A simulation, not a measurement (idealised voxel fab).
Process module in this document: voxel air gaps
Section cut is 275 nm wide and gridded with 5 nm square cells.
Cross-section, as written here: a square-cell grid given band by band from the top down, where a band holds one or more rows of cells.
In this notation a band is specified by the heights of its top and bottom, in that order and in nm, after which its materials appear from left to right, each paired with its width in nm. The word "everywhere" attached to a single material means that material fills the band from edge to edge; the word "blank" stands for empty space.
Where do heights start? At 0: under that level the wafer as delivered is made of one material only. And the lowest band has no floor; it just carries on downward, as in "0 -> down".
Read "30->40" as a graded width: first number on top, second number at the bottom, same change between each pair of neighbouring rows.
For the purposes of this document, the phrase "no alterations made" attached to a step denotes that no cell within the cross-section was modified by that step.
Reported under the label "Enclosed empty spaces" are the empty spaces having no open way to the top and comprising 8 cells or more; the notation for each is width x height at distance, in which the distance is measured from the left edge and all three values are in nm.
Whatever follows a step's settings on its line is a remark the simulator itself makes about that step.
For masked steps, "overlay nm" on the step line gives how far right of plan the mask actually lay; a minus sign means it lay to the left.
Layout of what follows: cross-section pairs, each bracketing one process step, the after cross-section shown only to the lowest band that changed, the step between and its settings noted under each pair. Pairs may originate in different runs of this module on the same starting wafer; a pair continues from the pair above only where its entry headed "Ahead of processing" says so.

Ahead of processing:
  0 -> down: Si everywhere
  Enclosed empty spaces: none

Step Outcome:
  10 -> 0: SiO2 everywhere
  Nothing below the height 0 has changed.
  Enclosed empty spaces: none
Can you name the step between the two cross-sections above? It is CONFORMAL_DEP [material SiO2] [thk nm 10]

Ahead of processing: The prior state of this step coincides with the post-step cross-section of the pair just above.

Step Outcome:
  15 -> 10: SiN everywhere
  Nothing below the height 10 has changed.
  Enclosed empty spaces: none
Can you name the step between the two cross-sections above? It is CONFORMAL_DEP [material SiN] [thk nm 5]

Ahead of processing: The prior state of this step coincides with the post-step cross-section of the pair just above.

Step Outcome:
  50 -> 15: SiO2 everywhere
  Nothing below the height 15 has changed.
  Enclosed empty spaces: none
Can you name the step between the two cross-sections above? It is DIRECTIONAL_DEP [material SiO2] [thk nm 35]

Ahead of processing: The prior state of this step coincides with the post-step cross-section of the pair just above.

Step Outcome:
  50 -> 15: 50 SiO2 | 20 blank | 30 SiO2 | 20 blank | 30 SiO2 | 20 blank | 30 SiO2 | 20 blank | 55 SiO2
  Nothing below the height 15 has changed.
  Enclosed empty spaces: none
Can you name the step between the two cross-sections above? It is MASKED_ETCH [tone open] [mask id LINES] [width nm 20] [pitch nm 50] [etch materials SiO2] [depth nm 35] [overlay nm 0]

Ahead of processing: The prior state of this step coincides with the post-step cross-section of the pair just above.

Step Outcome:
  55 -> 50: 55 TiN | 10 blank | 40 TiN | 10 blank | 40 TiN | 10 blank | 40 TiN | 10 blank | 60 TiN
  50 -> 20: 50 SiO2 | 5 TiN | 10 blank | 5 TiN | 30 SiO2 | 5 TiN | 10 blank | 5 TiN | 30 SiO2 | 5 TiN | 10 blank | 5 TiN | 30 SiO2 | 5 TiN | 10 blank | 5 TiN | 55 SiO2
  20 -> 15: 50 SiO2 | 20 TiN | 30 SiO2 | 20 TiN | 30 SiO2 | 20 TiN | 30 SiO2 | 20 TiN | 55 SiO2
  Nothing below the height 15 has changed.
  Enclosed empty spaces: none
Can you name the step between the two cross-sections above? It is CONFORMAL_DEP [material TiN] [thk nm 5]

Ahead of processing: The prior state of this step coincides with the post-step cross-section of the pair just above.

Step Outcome:
  65 -> 55: W everywhere
  55 -> 50: 55 TiN | 10 W | 40 TiN | 10 W | 40 TiN | 10 W | 40 TiN | 10 W | 60 TiN
  50 -> 20: 50 SiO2 | 5 TiN | 10 W | 5 TiN | 30 SiO2 | 5 TiN | 10 W | 5 TiN | 30 SiO2 | 5 TiN | 10 W | 5 TiN | 30 SiO2 | 5 TiN | 10 W | 5 TiN | 55 SiO2
  Nothing below the height 20 has changed.
  Enclosed empty spaces: none
Can you name the step between the two cross-sections above? It is FILL_DEP [material W] [thk nm 10]

Ahead of processing: The prior state of this step coincides with the post-step cross-section of the pair just above.

Step Outcome:
  50 -> 20: 50 SiO2 | 5 TiN | 10 W | 5 TiN | 30 SiO2 | 5 TiN | 10 W | 5 TiN | 30 SiO2 | 5 TiN | 10 W | 5 TiN | 30 SiO2 | 5 TiN | 10 W | 5 TiN | 55 SiO2
  Nothing below the height 20 has changed.
  Enclosed empty spaces: none
Can you name the step between the two cross-sections above? It is CMP [height nm 50]

Ahead of processing: The prior state of this step coincides with the post-step cross-section of the pair just above.

Step Outcome:
  60 -> 50: 40 blank | 40 Ru | 10 blank | 40 Ru | 10 blank | 40 Ru | 10 blank | 40 Ru | 45 blank
  Nothing below the height 50 has changed.
  Enclosed empty spaces: none
Can you name the step between the two cross-sections above? It is EPI [material Ru] [thk nm 10]

Ahead of processing: The prior state of this step coincides with the post-step cross-section of the pair just above.

Step Outcome:
  60 -> 50: 40 blank | 40 Ru | 10 blank | 40 Ru | 10 blank | 40 Ru | 10 blank | 40 Ru | 45 blank
  50 -> 20: 50 blank | 5 TiN | 10 W | 5 TiN | 30 blank | 5 TiN | 10 W | 5 TiN | 30 blank | 5 TiN | 10 W | 5 TiN | 30 blank | 5 TiN | 10 W | 5 TiN | 55 blank
  20 -> 15: 50 blank | 20 TiN | 30 blank | 20 TiN | 30 blank | 20 TiN | 30 blank | 20 TiN | 55 blank
  Nothing below the height 15 has changed.
  Enclosed empty spaces: none
Can you name the step between the two cross-sections above? It is SELECTIVE_ETCH [etch materials SiO2] [depth nm 45]

Ahead of processing: The prior state of this step coincides with the post-step cross-section of the pair just above.

Step Outcome:
  65 -> 60: 35 blank | 200 SiN | 40 blank
  60 -> 50: 35 blank | 5 SiN | 40 Ru | 10 SiN | 40 Ru | 10 SiN | 40 Ru | 10 SiN | 40 Ru | 5 SiN | 40 blank
  50 -> 45: 35 blank | 15 SiN | 5 TiN | 10 W | 5 TiN | 30 SiN | 5 TiN | 10 W | 5 TiN | 30 SiN | 5 TiN | 10 W | 5 TiN | 30 SiN | 5 TiN | 10 W | 5 TiN | 15 SiN | 40 blank
  45 -> 20: 45 blank | 5 SiN | 5 TiN | 10 W | 5 TiN | 5 SiN | 20 blank | 5 SiN | 5 TiN | 10 W | 5 TiN | 5 SiN | 20 blank | 5 SiN | 5 TiN | 10 W | 5 TiN | 5 SiN | 20 blank | 5 SiN | 5 TiN | 10 W | 5 TiN | 5 SiN | 50 blank
  20 -> 15: 50 SiN | 20 TiN | 30 SiN | 20 TiN | 30 SiN | 20 TiN | 30 SiN | 20 TiN | 55 SiN
  Nothing below the height 15 has changed.
  Enclosed empty spaces: 20 x 25 at 75; 20 x 25 at 125; 20 x 25 at 175
Can you name the step between the two cross-sections above? It is CONFORMAL_DEP [material SiN] [thk nm 5]

Ahead of processing:
  10 -> 0: SiO2 everywhere
  0 -> down: Si everywhere
  Enclosed empty spaces: none

Step Outcome:
  45 -> 0: SiO2 everywhere
  Nothing below the height 0 has changed.
  Enclosed empty spaces: none
Can you name the step between the two cross-sections above? It is DIRECTIONAL_DEP [material SiO2] [thk nm 35]

Ahead of processing: The prior state of this step coincides with the post-step cross-section of the pair just above.

Step Outcome:
  45 -> 10: 50 SiO2 | 20 blank | 30 SiO2 | 20 blank | 30 SiO2 | 20 blank | 30 SiO2 | 20 blank | 55 SiO2
  Nothing below the height 10 has changed.
  Enclosed empty spaces: none
Can you name the step between the two cross-sections above? It is MASKED_ETCH [tone open] [mask id LINES] [width nm 20] [pitch nm 50] [etch materials SiO2] [depth nm 35] [overlay nm 0]

Ahead of processing: The prior state of this step coincides with the post-step cross-section of the pair just above.

Step Outcome:
  50 -> 45: 55 TiN | 10 blank | 40 TiN | 10 blank | 40 TiN | 10 blank | 40 TiN | 10 blank | 60 TiN
  45 -> 15: 50 SiO2 | 5 TiN | 10 blank | 5 TiN | 30 SiO2 | 5 TiN | 10 blank | 5 TiN | 30 SiO2 | 5 TiN | 10 blank | 5 TiN | 30 SiO2 | 5 TiN | 10 blank | 5 TiN | 55 SiO2
  15 -> 10: 50 SiO2 | 20 TiN | 30 SiO2 | 20 TiN | 30 SiO2 | 20 TiN | 30 SiO2 | 20 TiN | 55 SiO2
  Nothing below the height 10 has changed.
  Enclosed empty spaces: none
Can you name the step between the two cross-sections above? It is CONFORMAL_DEP [material TiN] [thk nm 5]

Ahead of processing: The prior state of this step coincides with the post-step cross-section of the pair just above.

Step Outcome:
  60 -> 50: W everywhere
  50 -> 45: 55 TiN | 10 W | 40 TiN | 10 W | 40 TiN | 10 W | 40 TiN | 10 W | 60 TiN
  45 -> 15: 50 SiO2 | 5 TiN | 10 W | 5 TiN | 30 SiO2 | 5 TiN | 10 W | 5 TiN | 30 SiO2 | 5 TiN | 10 W | 5 TiN | 30 SiO2 | 5 TiN | 10 W | 5 TiN | 55 SiO2
  Nothing below the height 15 has changed.
  Enclosed empty spaces: none
Can you name the step between the two cross-sections above? It is FILL_DEP [material W] [thk nm 10]

Ahead of processing: The prior state of this step coincides with the post-step cross-section of the pair just above.

Step Outcome:
  50 -> 45: 55 TiN | 10 W | 40 TiN | 10 W | 40 TiN | 10 W | 40 TiN | 10 W | 60 TiN
  Nothing below the height 45 has changed.
  Enclosed empty spaces: none
Can you name the step between the two cross-sections above? It is CMP [height nm 50]

Ahead of processing: The prior state of this step coincides with the post-step cross-section of the pair just above.

Step Outcome:
  60 -> 50: Ru everywhere
  Nothing below the height 50 has changed.
  Enclosed empty spaces: none
Can you name the step between the two cross-sections above? It is EPI [material Ru] [thk nm 10]

Ahead of processing: The prior state of this step coincides with the post-step cross-section of the pair just above.

Step Outcome:
  65 -> 60: SiN everywhere
  Nothing below the height 60 has changed.
  Enclosed empty spaces: none
Can you name the step between the two cross-sections above? It is CONFORMAL_DEP [material SiN] [thk nm 5]

Ahead of processing:
  60 -> 50: 40 blank | 40 Ru | 10 blank | 40 Ru | 10 blank | 40 Ru | 10 blank | 40 Ru | 45 blank
  50 -> 20: 50 SiO2 | 5 TiN | 10 W | 5 TiN | 30 SiO2 | 5 TiN | 10 W | 5 TiN | 30 SiO2 | 5 TiN | 10 W | 5 TiN | 30 SiO2 | 5 TiN | 10 W | 5 TiN | 55 SiO2
  20 -> 15: 50 SiO2 | 20 TiN | 30 SiO2 | 20 TiN | 30 SiO2 | 20 TiN | 30 SiO2 | 20 TiN | 55 SiO2
  15 -> 10: SiN everywhere
  10 -> 0: SiO2 everywhere
  0 -> down: Si everywhere
  Enclosed empty spaces: none

Step Outcome:
  70 -> 50: 30 blank | 210 Ru | 35 blank
  Nothing below the height 50 has changed.
  Enclosed empty spaces: none
Can you name the step between the two cross-sections above? It is EPI [material Ru] [thk nm 10]

Ahead of processing: The prior state of this step coincides with the post-step cross-section of the pair just above.

Step Outcome:
  70 -> 50: 30 blank | 210 Ru | 35 blank
  50 -> 20: 50 blank | 5 TiN | 10 W | 5 TiN | 30 SiO2 | 5 TiN | 10 W | 5 TiN | 30 SiO2 | 5 TiN | 10 W | 5 TiN | 30 SiO2 | 5 TiN | 10 W | 5 TiN | 55 blank
  20 -> 15: 50 blank | 20 TiN | 30 SiO2 | 20 TiN | 30 SiO2 | 20 TiN | 30 SiO2 | 20 TiN | 55 blank
  Nothing below the height 15 has changed.
  Enclosed empty spaces: none
Can you name the step between the two cross-sections above? It is SELECTIVE_ETCH [etch materials SiO2] [depth nm 45]

Ahead of processing: The prior state of this step coincides with the post-step cross-section of the pair just above.

Step Outcome:
  75 -> 70: 25 blank | 220 SiN | 30 blank
  70 -> 50: 25 blank | 5 SiN | 210 Ru | 5 SiN | 30 blank
  50 -> 45: 25 blank | 25 SiN | 5 TiN | 10 W | 5 TiN | 30 SiO2 | 5 TiN | 10 W | 5 TiN | 30 SiO2 | 5 TiN | 10 W | 5 TiN | 30 SiO2 | 5 TiN | 10 W | 5 TiN | 25 SiN | 30 blank
  45 -> 20: 45 blank | 5 SiN | 5 TiN | 10 W | 5 TiN | 30 SiO2 | 5 TiN | 10 W | 5 TiN | 30 SiO2 | 5 TiN | 10 W | 5 TiN | 30 SiO2 | 5 TiN | 10 W | 5 TiN | 5 SiN | 50 blank
  20 -> 15: 50 SiN | 20 TiN | 30 SiO2 | 20 TiN | 30 SiO2 | 20 TiN | 30 SiO2 | 20 TiN | 55 SiN
  Nothing below the height 15 has changed.
  Enclosed empty spaces: none
Can you name the step between the two cross-sections above? It is CONFORMAL_DEP [material SiN] [thk nm 5]

Ahead of processing:
  50 -> 20: 50 SiO2 | 5 TiN | 10 W | 5 TiN | 30 SiO2 | 5 TiN | 10 W | 5 TiN | 30 SiO2 | 5 TiN | 10 W | 5 TiN | 30 SiO2 | 5 TiN | 10 W | 5 TiN | 55 SiO2
  20 -> 15: 50 SiO2 | 20 TiN | 30 SiO2 | 20 TiN | 30 SiO2 | 20 TiN | 30 SiO2 | 20 TiN | 55 SiO2
  15 -> 10: SiN everywhere
  10 -> 0: SiO2 everywhere
  0 -> down: Si everywhere
  Enclosed empty spaces: none

Step Outcome:
  50 -> 20: 50 blank | 5 TiN | 10 W | 5 TiN | 30 blank | 5 TiN | 10 W | 5 TiN | 30 blank | 5 TiN | 10 W | 5 TiN | 30 blank | 5 TiN | 10 W | 5 TiN | 55 blank
  20 -> 15: 50 blank | 20 TiN | 30 blank | 20 TiN | 30 blank | 20 TiN | 30 blank | 20 TiN | 55 blank
  Nothing below the height 15 has changed.
  Enclosed empty spaces: none
Can you name the step between the two cross-sections above? It is SELECTIVE_ETCH [etch materials SiO2] [depth nm 45]

Ahead of processing: The prior state of this step coincides with the post-step cross-section of the pair just above.

Step Outcome:
  60 -> 50: 40 blank | 40 Ru | 10 blank | 40 Ru | 10 blank | 40 Ru | 10 blank | 40 Ru | 45 blank
  50 -> 20: 40 blank | 10 Ru | 5 TiN | 10 W | 5 TiN | 10 Ru | 10 blank | 10 Ru | 5 TiN | 10 W | 5 TiN | 10 Ru | 10 blank | 10 Ru | 5 TiN | 10 W | 5 TiN | 10 Ru | 10 blank | 10 Ru | 5 TiN | 10 W | 5 TiN | 10 Ru | 45 blank
  20 -> 15: 40 blank | 10 Ru | 20 TiN | 10 Ru | 10 blank | 10 Ru | 20 TiN | 10 Ru | 10 blank | 10 Ru | 20 TiN | 10 Ru | 10 blank | 10 Ru | 20 TiN | 10 Ru | 45 blank
  Nothing below the height 15 has changed.
  Enclosed empty spaces: none
Can you name the step between the two cross-sections above? It is EPI [material Ru] [thk nm 10]

Ahead of processing: The prior state of this step coincides with the post-step cross-section of the pair just above.

Step Outcome:
  65 -> 60: 35 blank | 200 SiN | 40 blank
  60 -> 50: 35 blank | 5 SiN | 40 Ru | 10 SiN | 40 Ru | 10 SiN | 40 Ru | 10 SiN | 40 Ru | 5 SiN | 40 blank
  50 -> 20: 35 blank | 5 SiN | 10 Ru | 5 TiN | 10 W | 5 TiN | 10 Ru | 10 SiN | 10 Ru | 5 TiN | 10 W | 5 TiN | 10 Ru | 10 SiN | 10 Ru | 5 TiN | 10 W | 5 TiN | 10 Ru | 10 SiN | 10 Ru | 5 TiN | 10 W | 5 TiN | 10 Ru | 5 SiN | 40 blank
  20 -> 15: 40 SiN | 10 Ru | 20 TiN | 10 Ru | 10 SiN | 10 Ru | 20 TiN | 10 Ru | 10 SiN | 10 Ru | 20 TiN | 10 Ru | 10 SiN | 10 Ru | 20 TiN | 10 Ru | 45 SiN
  Nothing below the height 15 has changed.
  Enclosed empty spaces: none
Can you name the step between the two cross-sections above? It is CONFORMAL_DEP [material SiN] [thk nm 5]

Ahead of processing:
  65 -> 55: W everywhere
  55 -> 50: 55 TiN | 10 W | 40 TiN | 10 W | 40 TiN | 10 W | 40 TiN | 10 W | 60 TiN
  50 -> 20: 50 SiO2 | 5 TiN | 10 W | 5 TiN | 30 SiO2 | 5 TiN | 10 W | 5 TiN | 30 SiO2 | 5 TiN | 10 W | 5 TiN | 30 SiO2 | 5 TiN | 10 W | 5 TiN | 55 SiO2
  20 -> 15: 50 SiO2 | 20 TiN | 30 SiO2 | 20 TiN | 30 SiO2 | 20 TiN | 30 SiO2 | 20 TiN | 55 SiO2
  15 -> 10: SiN everywhere
  10 -> 0: SiO2 everywhere
  0 -> down: Si everywhere
  Enclosed empty spaces: none

Step Outcome:
  40 -> 20: 50 SiO2 | 5 TiN | 10 W | 5 TiN | 30 SiO2 | 5 TiN | 10 W | 5 TiN | 30 SiO2 | 5 TiN | 10 W | 5 TiN | 30 SiO2 | 5 TiN | 10 W | 5 TiN | 55 SiO2
  Nothing below the height 20 has changed.
  Enclosed empty spaces: none
Can you name the step between the two cross-sections above? It is CMP [height nm 40]

Ahead of processing: The prior state of this step coincides with the post-step cross-section of the pair just above.

Step Outcome:
  50 -> 40: 40 blank | 40 Ru | 10 blank | 40 Ru | 10 blank | 40 Ru | 10 blank | 40 Ru | 45 blank
  Nothing below the height 40 has changed.
  Enclosed empty spaces: none
Can you name the step between the two cross-sections above? It is EPI [material Ru] [thk nm 10]

Ahead of processing: The prior state of this step coincides with the post-step cross-section of the pair just above.

Step Outcome:
  50 -> 40: 40 blank | 40 Ru | 10 blank | 40 Ru | 10 blank | 40 Ru | 10 blank | 40 Ru | 45 blank
  40 -> 20: 50 blank | 5 TiN | 10 W | 5 TiN | 30 blank | 5 TiN | 10 W | 5 TiN | 30 blank | 5 TiN | 10 W | 5 TiN | 30 blank | 5 TiN | 10 W | 5 TiN | 55 blank
  20 -> 15: 50 blank | 20 TiN | 30 blank | 20 TiN | 30 blank | 20 TiN | 30 blank | 20 TiN | 55 blank
  Nothing below the height 15 has changed.
  Enclosed empty spaces: none
Can you name the step between the two cross-sections above? It is SELECTIVE_ETCH [etch materials SiO2] [depth nm 45]

Ahead of processing: The prior state of this step coincides with the post-step cross-section of the pair just above.

Step Outcome:
  55 -> 50: 35 blank | 200 SiN | 40 blank
  50 -> 40: 35 blank | 5 SiN | 40 Ru | 10 SiN | 40 Ru | 10 SiN | 40 Ru | 10 SiN | 40 Ru | 5 SiN | 40 blank
  40 -> 35: 35 blank | 15 SiN | 5 TiN | 10 W | 5 TiN | 30 SiN | 5 TiN | 10 W | 5 TiN | 30 SiN | 5 TiN | 10 W | 5 TiN | 30 SiN | 5 TiN | 10 W | 5 TiN | 15 SiN | 40 blank
  35 -> 20: 45 blank | 5 SiN | 5 TiN | 10 W | 5 TiN | 5 SiN | 20 blank | 5 SiN | 5 TiN | 10 W | 5 TiN | 5 SiN | 20 blank | 5 SiN | 5 TiN | 10 W | 5 TiN | 5 SiN | 20 blank | 5 SiN | 5 TiN | 10 W | 5 TiN | 5 SiN | 50 blank
  20 -> 15: 50 SiN | 20 TiN | 30 SiN | 20 TiN | 30 SiN | 20 TiN | 30 SiN | 20 TiN | 55 SiN
  Nothing below the height 15 has changed.
  Enclosed empty spaces: 20 x 15 at 75; 20 x 15 at 125; 20 x 15 at 175
Can you name the step between the two cross-sections above? It is CONFORMAL_DEP [material SiN] [thk nm 5]

Ahead of processing:
  50 -> 15: SiO2 everywhere
  15 -> 10: SiN everywhere
  10 -> 0: SiO2 everywhere
  0 -> down: Si everywhere
  Enclosed empty spaces: none

Step Outcome:
  50 -> 15: 50 SiO2 | 25 blank | 25 SiO2 | 25 blank | 25 SiO2 | 25 blank | 25 SiO2 | 25 blank | 50 SiO2
  Nothing below the height 15 has changed.
  Enclosed empty spaces: none
Can you name the step between the two cross-sections above? It is MASKED_ETCH [tone open] [mask id LINES] [width nm 25] [pitch nm 50] [etch materials SiO2] [depth nm 35] [overlay nm 0]

Ahead of processing: The prior state of this step coincides with the post-step cross-section of the pair just above.

Step Outcome:
  55 -> 50: 55 TiN | 15 blank | 35 TiN | 15 blank | 35 TiN | 15 blank | 35 TiN | 15 blank | 55 TiN
  50 -> 20: 50 SiO2 | 5 TiN | 15 blank | 5 TiN | 25 SiO2 | 5 TiN | 15 blank | 5 TiN | 25 SiO2 | 5 TiN | 15 blank | 5 TiN | 25 SiO2 | 5 TiN | 15 blank | 5 TiN | 50 SiO2
  20 -> 15: 50 SiO2 | 25 TiN | 25 SiO2 | 25 TiN | 25 SiO2 | 25 TiN | 25 SiO2 | 25 TiN | 50 SiO2
  Nothing below the height 15 has changed.
  Enclosed empty spaces: none
Can you name the step between the two cross-sections above? It is CONFORMAL_DEP [material TiN] [thk nm 5]

Ahead of processing: The prior state of this step coincides with the post-step cross-section of the pair just above.

Step Outcome:
  65 -> 55: W everywhere
  55 -> 50: 55 TiN | 15 W | 35 TiN | 15 W | 35 TiN | 15 W | 35 TiN | 15 W | 55 TiN
  50 -> 20: 50 SiO2 | 5 TiN | 15 W | 5 TiN | 25 SiO2 | 5 TiN | 15 W | 5 TiN | 25 SiO2 | 5 TiN | 15 W | 5 TiN | 25 SiO2 | 5 TiN | 15 W | 5 TiN | 50 SiO2
  Nothing below the height 20 has changed.
  Enclosed empty spaces: none
Can you name the step between the two cross-sections above? It is FILL_DEP [material W] [thk nm 10]

Ahead of processing: The prior state of this step coincides with the post-step cross-section of the pair just above.

Step Outcome:
  50 -> 20: 50 SiO2 | 5 TiN | 15 W | 5 TiN | 25 SiO2 | 5 TiN | 15 W | 5 TiN | 25 SiO2 | 5 TiN | 15 W | 5 TiN | 25 SiO2 | 5 TiN | 15 W | 5 TiN | 50 SiO2
  Nothing below the height 20 has changed.
  Enclosed empty spaces: none
Can you name the step between the two cross-sections above? It is CMP [height nm 50]

Ahead of processing: The prior state of this step coincides with the post-step cross-section of the pair just above.

Step Outcome:
  60 -> 50: 40 blank | 45 Ru | 5 blank | 45 Ru | 5 blank | 45 Ru | 5 blank | 45 Ru | 40 blank
  Nothing below the height 50 has changed.
  Enclosed empty spaces: none
Can you name the step between the two cross-sections above? It is EPI [material Ru] [thk nm 10]

Ahead of processing: The prior state of this step coincides with the post-step cross-section of the pair just above.

Step Outcome:
  60 -> 50: 40 blank | 45 Ru | 5 blank | 45 Ru | 5 blank | 45 Ru | 5 blank | 45 Ru | 40 blank
  50 -> 20: 50 blank | 5 TiN | 15 W | 5 TiN | 25 blank | 5 TiN | 15 W | 5 TiN | 25 blank | 5 TiN | 15 W | 5 TiN | 25 blank | 5 TiN | 15 W | 5 TiN | 50 blank
  20 -> 15: 50 blank | 25 TiN | 25 blank | 25 TiN | 25 blank | 25 TiN | 25 blank | 25 TiN | 50 blank
  Nothing below the height 15 has changed.
  Enclosed empty spaces: none
Can you name the step between the two cross-sections above? It is SELECTIVE_ETCH [etch materials SiO2] [depth nm 45]

Ahead of processing: The prior state of this step coincides with the post-step cross-section of the pair just above.

Step Outcome:
  65 -> 60: 35 blank | 205 SiN | 35 blank
  60 -> 50: 35 blank | 5 SiN | 45 Ru | 5 SiN | 45 Ru | 5 SiN | 45 Ru | 5 SiN | 45 Ru | 5 SiN | 35 blank
  50 -> 45: 35 blank | 15 SiN | 5 TiN | 15 W | 5 TiN | 25 SiN | 5 TiN | 15 W | 5 TiN | 25 SiN | 5 TiN | 15 W | 5 TiN | 25 SiN | 5 TiN | 15 W | 5 TiN | 15 SiN | 35 blank
  45 -> 20: 45 blank | 5 SiN | 5 TiN | 15 W | 5 TiN | 5 SiN | 15 blank | 5 SiN | 5 TiN | 15 W | 5 TiN | 5 SiN | 15 blank | 5 SiN | 5 TiN | 15 W | 5 TiN | 5 SiN | 15 blank | 5 SiN | 5 TiN | 15 W | 5 TiN | 5 SiN | 45 blank
  20 -> 15: 50 SiN | 25 TiN | 25 SiN | 25 TiN | 25 SiN | 25 TiN | 25 SiN | 25 TiN | 50 SiN
  Nothing below the height 15 has changed.
  Enclosed empty spaces: 15 x 25 at 80; 15 x 25 at 130; 15 x 25 at 180
Can you name the step between the two cross-sections above? It is CONFORMAL_DEP [material SiN] [thk nm 5]

Ahead of processing:
  50 -> 15: SiO2 everywhere
  15 -> 10: SiN everywhere
  10 -> 0: SiO2 everywhere
  0 -> down: Si everywhere
  Enclosed empty spaces: none

Step Outcome:
  50 -> 15: 55 SiO2 | 20 blank | 30 SiO2 | 20 blank | 30 SiO2 | 20 blank | 30 SiO2 | 20 blank | 50 SiO2
  Nothing below the height 15 has changed.
  Enclosed empty spaces: none
Can you name the step between the two cross-sections above? It is MASKED_ETCH [tone open] [mask id LINES] [width nm 20] [pitch nm 50] [etch materials SiO2] [depth nm 35] [overlay nm 5]

Ahead of processing: The prior state of this step coincides with the post-step cross-section of the pair just above.

Step Outcome:
  55 -> 50: 60 TiN | 10 blank | 40 TiN | 10 blank | 40 TiN | 10 blank | 40 TiN | 10 blank | 55 TiN
  50 -> 20: 55 SiO2 | 5 TiN | 10 blank | 5 TiN | 30 SiO2 | 5 TiN | 10 blank | 5 TiN | 30 SiO2 | 5 TiN | 10 blank | 5 TiN | 30 SiO2 | 5 TiN | 10 blank | 5 TiN | 50 SiO2
  20 -> 15: 55 SiO2 | 20 TiN | 30 SiO2 | 20 TiN | 30 SiO2 | 20 TiN | 30 SiO2 | 20 TiN | 50 SiO2
  Nothing below the height 15 has changed.
  Enclosed empty spaces: none
Can you name the step between the two cross-sections above? It is CONFORMAL_DEP [material TiN] [thk nm 5]

Ahead of processing: The prior state of this step coincides with the post-step cross-section of the pair just above.

Step Outcome:
  65 -> 55: W everywhere
  55 -> 50: 60 TiN | 10 W | 40 TiN | 10 W | 40 TiN | 10 W | 40 TiN | 10 W | 55 TiN
  50 -> 20: 55 SiO2 | 5 TiN | 10 W | 5 TiN | 30 SiO2 | 5 TiN | 10 W | 5 TiN | 30 SiO2 | 5 TiN | 10 W | 5 TiN | 30 SiO2 | 5 TiN | 10 W | 5 TiN | 50 SiO2
  Nothing below the height 20 has changed.
  Enclosed empty spaces: none
Can you name the step between the two cross-sections above? It is FILL_DEP [material W] [thk nm 10]

Ahead of processing: The prior state of this step coincides with the post-step cross-section of the pair just above.

Step Outcome:
  50 -> 20: 55 SiO2 | 5 TiN | 10 W | 5 TiN | 30 SiO2 | 5 TiN | 10 W | 5 TiN | 30 SiO2 | 5 TiN | 10 W | 5 TiN | 30 SiO2 | 5 TiN | 10 W | 5 TiN | 50 SiO2
  Nothing below the height 20 has changed.
  Enclosed empty spaces: none
Can you name the step between the two cross-sections above? It is CMP [height nm 50]

Ahead of processing: The prior state of this step coincides with the post-step cross-section of the pair just above.

Step Outcome:
  60 -> 50: 45 blank | 40 Ru | 10 blank | 40 Ru | 10 blank | 40 Ru | 10 blank | 40 Ru | 40 blank
  Nothing below the height 50 has changed.
  Enclosed empty spaces: none
Can you name the step between the two cross-sections above? It is EPI [material Ru] [thk nm 10]

Ahead of processing: The prior state of this step coincides with the post-step cross-section of the pair just above.

Step Outcome:
  60 -> 50: 45 blank | 40 Ru | 10 blank | 40 Ru | 10 blank | 40 Ru | 10 blank | 40 Ru | 40 blank
  50 -> 20: 55 blank | 5 TiN | 10 W | 5 TiN | 30 blank | 5 TiN | 10 W | 5 TiN | 30 blank | 5 TiN | 10 W | 5 TiN | 30 blank | 5 TiN | 10 W | 5 TiN | 50 blank
  20 -> 15: 55 blank | 20 TiN | 30 blank | 20 TiN | 30 blank | 20 TiN | 30 blank | 20 TiN | 50 blank
  Nothing below the height 15 has changed.
  Enclosed empty spaces: none
Can you name the step between the two cross-sections above? It is SELECTIVE_ETCH [etch materials SiO2] [depth nm 45]

Ahead of processing: The prior state of this step coincides with the post-step cross-section of the pair just above.

Step Outcome:
  65 -> 60: 40 blank | 200 SiN | 35 blank
  60 -> 50: 40 blank | 5 SiN | 40 Ru | 10 SiN | 40 Ru | 10 SiN | 40 Ru | 10 SiN | 40 Ru | 5 SiN | 35 blank
  50 -> 45: 40 blank | 15 SiN | 5 TiN | 10 W | 5 TiN | 30 SiN | 5 TiN | 10 W | 5 TiN | 30 SiN | 5 TiN | 10 W | 5 TiN | 30 SiN | 5 TiN | 10 W | 5 TiN | 15 SiN | 35 blank
  45 -> 20: 50 blank | 5 SiN | 5 TiN | 10 W | 5 TiN | 5 SiN | 20 blank | 5 SiN | 5 TiN | 10 W | 5 TiN | 5 SiN | 20 blank | 5 SiN | 5 TiN | 10 W | 5 TiN | 5 SiN | 20 blank | 5 SiN | 5 TiN | 10 W | 5 TiN | 5 SiN | 45 blank
  20 -> 15: 55 SiN | 20 TiN | 30 SiN | 20 TiN | 30 SiN | 20 TiN | 30 SiN | 20 TiN | 50 SiN
  Nothing below the height 15 has changed.
  Enclosed empty spaces: 20 x 25 at 80; 20 x 25 at 130; 20 x 25 at 180
Can you name the step between the two cross-sections above? It is CONFORMAL_DEP [material SiN] [thk nm 5]

Ahead of processing:
  55 -> 50: 55 TiN | 10 blank | 40 TiN | 10 blank | 40 TiN | 10 blank | 40 TiN | 10 blank | 60 TiN
  50 -> 20: 50 SiO2 | 5 TiN | 10 blank | 5 TiN | 30 SiO2 | 5 TiN | 10 blank | 5 TiN | 30 SiO2 | 5 TiN | 10 blank | 5 TiN | 30 SiO2 | 5 TiN | 10 blank | 5 TiN | 55 SiO2
  20 -> 15: 50 SiO2 | 20 TiN | 30 SiO2 | 20 TiN | 30 SiO2 | 20 TiN | 30 SiO2 | 20 TiN | 55 SiO2
  15 -> 10: SiN everywhere
  10 -> 0: SiO2 everywhere
  0 -> down: Si everywhere
  Enclosed empty spaces: none

Step Outcome:
  65 -> 55: SiO2 everywhere
  55 -> 50: 55 TiN | 10 SiO2 | 40 TiN | 10 SiO2 | 40 TiN | 10 SiO2 | 40 TiN | 10 SiO2 | 60 TiN
  50 -> 20: 50 SiO2 | 5 TiN | 10 SiO2 | 5 TiN | 30 SiO2 | 5 TiN | 10 SiO2 | 5 TiN | 30 SiO2 | 5 TiN | 10 SiO2 | 5 TiN | 30 SiO2 | 5 TiN | 10 SiO2 | 5 TiN | 55 SiO2
  Nothing below the height 20 has changed.
  Enclosed empty spaces: none
Can you name the step between the two cross-sections above? It is FILL_DEP [material SiO2] [thk nm 10]

Ahead of processing: The prior state of this step coincides with the post-step cross-section of the pair just above.

Step Outcome:
  50 -> 20: 50 SiO2 | 5 TiN | 10 SiO2 | 5 TiN | 30 SiO2 | 5 TiN | 10 SiO2 | 5 TiN | 30 SiO2 | 5 TiN | 10 SiO2 | 5 TiN | 30 SiO2 | 5 TiN | 10 SiO2 | 5 TiN | 55 SiO2
  Nothing below the height 20 has changed.
  Enclosed empty spaces: none
Can you name the step between the two cross-sections above? It is CMP [height nm 50]
